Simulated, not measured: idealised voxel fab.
process module | voxel self aligned vias
cross-section cut | 220 nm wide | cells 5 nm
A cross-section is a grid of square cells, given in bands from the top down. A band is one or more rows of cells.
Each band's line starts with the height of the band's top and of its bottom, in nm. Then come its materials from left to right, each with its width in nm. One material with "throughout" fills the band from edge to edge. "air" is empty space.
Height 0 is the level under which the wafer as received is all one material. The lowest band goes on downwards, as in "0 down".
A width such as "30 to 40" changes by the same amount from each row of cells to the next, from the band's top row to its bottom row.
"no change" after a step means that no cell of the cross-section changed.
closed voids: empty space of 8 cells or more with no open way to the top, each as width x height at its distance from the left edge, in nm
after a step's settings: what the simulator itself notes on the step
overlay nm, on a step with a mask: how far to the right of its planned place the mask lay; to the left if negative
plan
1 op RECEIVE | material Si
2 op CONFORMAL_DEP | material SiO2 | thk nm 10
3 op CONFORMAL_DEP | material SiCN | thk nm 5
4 op DIRECTIONAL_DEP | material SiO2 | thk nm 20
5 op MASKED_ETCH | tone open | mask id LINES | width nm 25 | pitch nm 65 | etch materials SiO2 | depth nm 20 | overlay nm 0
6 op CONFORMAL_DEP | material TiN | thk nm 5
7 op FILL_DEP | material W | thk nm 10
8 op CMP | height nm 35
9 op SELECTIVE_ETCH | etch materials W Ru TiN | depth nm 5
10 op FILL_DEP | material SiN | thk nm 5
11 op CMP | height nm 35
12 op DIRECTIONAL_DEP | material SiO2 | thk nm 15
13 op MASKED_ETCH | tone open | mask id VIAS | width nm 35 | etch materials SiO2 | depth nm 15 | overlay nm 0
14 op MASKED_ETCH | tone open | mask id VIAS | width nm 35 | etch materials SiN | depth nm 5 | overlay nm 0
15 op CONFORMAL_DEP | material TiN | thk nm 5
16 op FILL_DEP | material Cu | thk nm 5
17 op CMP | height nm 50
18 op CONFORMAL_DEP | material SiCN | thk nm 5
first wafer, as planned
as received, after step 1
  0 down: Si throughout
  closed voids: none
after step 2
  10 to 0: SiO2 throughout
  below 0: unchanged
after step 3
  15 to 10: SiCN throughout
  below 10: unchanged
after step 4
  35 to 15: SiO2 throughout
  below 15: unchanged
after step 5
  35 to 15: SiO2 65 | air 25 | SiO2 40 | air 25 | SiO2 65
  below 15: unchanged
after step 6
  40 to 35: TiN 70 | air 15 | TiN 50 | air 15 | TiN 70
  35 to 20: SiO2 65 | TiN 5 | air 15 | TiN 5 | SiO2 40 | TiN 5 | air 15 | TiN 5 | SiO2 65
  20 to 15: SiO2 65 | TiN 25 | SiO2 40 | TiN 25 | SiO2 65
  below 15: unchanged
after step 7
  50 to 40: W throughout
  40 to 35: TiN 70 | W 15 | TiN 50 | W 15 | TiN 70
  35 to 20: SiO2 65 | TiN 5 | W 15 | TiN 5 | SiO2 40 | TiN 5 | W 15 | TiN 5 | SiO2 65
  below 20: unchanged
after step 8
  35 to 20: SiO2 65 | TiN 5 | W 15 | TiN 5 | SiO2 40 | TiN 5 | W 15 | TiN 5 | SiO2 65
  below 20: unchanged
after step 9
  35 to 30: SiO2 65 | air 25 | SiO2 40 | air 25 | SiO2 65
  below 30: unchanged
after step 10
  40 to 35: SiN throughout
  35 to 30: SiO2 65 | SiN 25 | SiO2 40 | SiN 25 | SiO2 65
  below 30: unchanged
after step 11
  35 to 30: SiO2 65 | SiN 25 | SiO2 40 | SiN 25 | SiO2 65
  below 30: unchanged
after step 12
  50 to 35: SiO2 throughout
  below 35: unchanged
after step 13
  50 to 35: SiO2 60 | air 35 | SiO2 125
  below 35: unchanged
after step 14
  50 to 35: SiO2 60 | air 35 | SiO2 125
  35 to 30: SiO2 65 | air 25 | SiO2 40 | SiN 25 | SiO2 65
  below 30: unchanged
after step 15
  55 to 50: TiN 65 | air 25 | TiN 130
  50 to 40: SiO2 60 | TiN 5 | air 25 | TiN 5 | SiO2 125
  40 to 35: SiO2 60 | TiN 10 | air 15 | TiN 10 | SiO2 125
  35 to 30: SiO2 65 | TiN 25 | SiO2 40 | SiN 25 | SiO2 65
  below 30: unchanged
after step 16
  60 to 55: Cu throughout
  55 to 50: TiN 65 | Cu 25 | TiN 130
  50 to 40: SiO2 60 | TiN 5 | Cu 25 | TiN 5 | SiO2 125
  40 to 35: SiO2 60 | TiN 10 | Cu 15 | TiN 10 | SiO2 125
  below 35: unchanged
after step 17
  50 to 40: SiO2 60 | TiN 5 | Cu 25 | TiN 5 | SiO2 125
  below 40: unchanged
after step 18
  55 to 50: SiCN throughout
  below 50: unchanged
second wafer: like start, like plan, one mistake. Through step 4 it matches the first wafer
when step 5 should have ended
  35 to 15: air 65 | SiO2 25 | air 40 | SiO2 25 | air 65
  below 15: unchanged
when step 6 should have ended
  40 to 35: air 60 | TiN 35 | air 30 | TiN 35 | air 60
  35 to 20: air 60 | TiN 5 | SiO2 25 | TiN 5 | air 30 | TiN 5 | SiO2 25 | TiN 5 | air 60
  20 to 15: TiN 65 | SiO2 25 | TiN 40 | SiO2 25 | TiN 65
  below 15: unchanged
when step 7 should have ended
  50 to 40: W throughout
  40 to 35: W 60 | TiN 35 | W 30 | TiN 35 | W 60
  35 to 20: W 60 | TiN 5 | SiO2 25 | TiN 5 | W 30 | TiN 5 | SiO2 25 | TiN 5 | W 60
  below 20: unchanged
when step 8 should have ended
  35 to 20: W 60 | TiN 5 | SiO2 25 | TiN 5 | W 30 | TiN 5 | SiO2 25 | TiN 5 | W 60
  below 20: unchanged
when step 9 should have ended
  35 to 30: air 65 | SiO2 25 | air 40 | SiO2 25 | air 65
  below 30: unchanged
when step 10 should have ended
  40 to 35: SiN throughout
  35 to 30: SiN 65 | SiO2 25 | SiN 40 | SiO2 25 | SiN 65
  below 30: unchanged
when step 11 should have ended
  35 to 30: SiN 65 | SiO2 25 | SiN 40 | SiO2 25 | SiN 65
  below 30: unchanged
when step 12 should have ended
  50 to 35: SiO2 throughout
  below 35: unchanged
when step 13 should have ended
  50 to 35: SiO2 60 | air 35 | SiO2 125
  below 35: unchanged
when step 14 should have ended
  50 to 35: SiO2 60 | air 35 | SiO2 125
  35 to 30: SiN 60 | air 5 | SiO2 25 | air 5 | SiN 35 | SiO2 25 | SiN 65
  below 30: unchanged
when step 15 should have ended
  55 to 50: TiN 65 | air 25 | TiN 130
  50 to 40: SiO2 60 | TiN 5 | air 25 | TiN 5 | SiO2 125
  40 to 35: SiO2 60 | TiN 35 | SiO2 125
  35 to 30: SiN 60 | TiN 5 | SiO2 25 | TiN 5 | SiN 35 | SiO2 25 | SiN 65
  below 30: unchanged
when step 16 should have ended
  60 to 55: Cu throughout
  55 to 50: TiN 65 | Cu 25 | TiN 130
  50 to 40: SiO2 60 | TiN 5 | Cu 25 | TiN 5 | SiO2 125
  below 40: unchanged
when step 17 should have ended
  50 to 40: SiO2 60 | TiN 5 | Cu 25 | TiN 5 | SiO2 125
  below 40: unchanged
when step 18 should have ended
  55 to 50: SiCN throughout
  below 50: unchanged
what went wrong: step 5 ran as: op MASKED_ETCH | tone cover | mask id LINES | width nm 25 | pitch nm 65 | etch materials SiO2 | depth nm 20 | overlay nm 0
at the end the second wafer has, in cells: 3 fewer of Cu | 27 more of SiN | 96 fewer of SiO2 | 24 more of TiN | 48 more of W
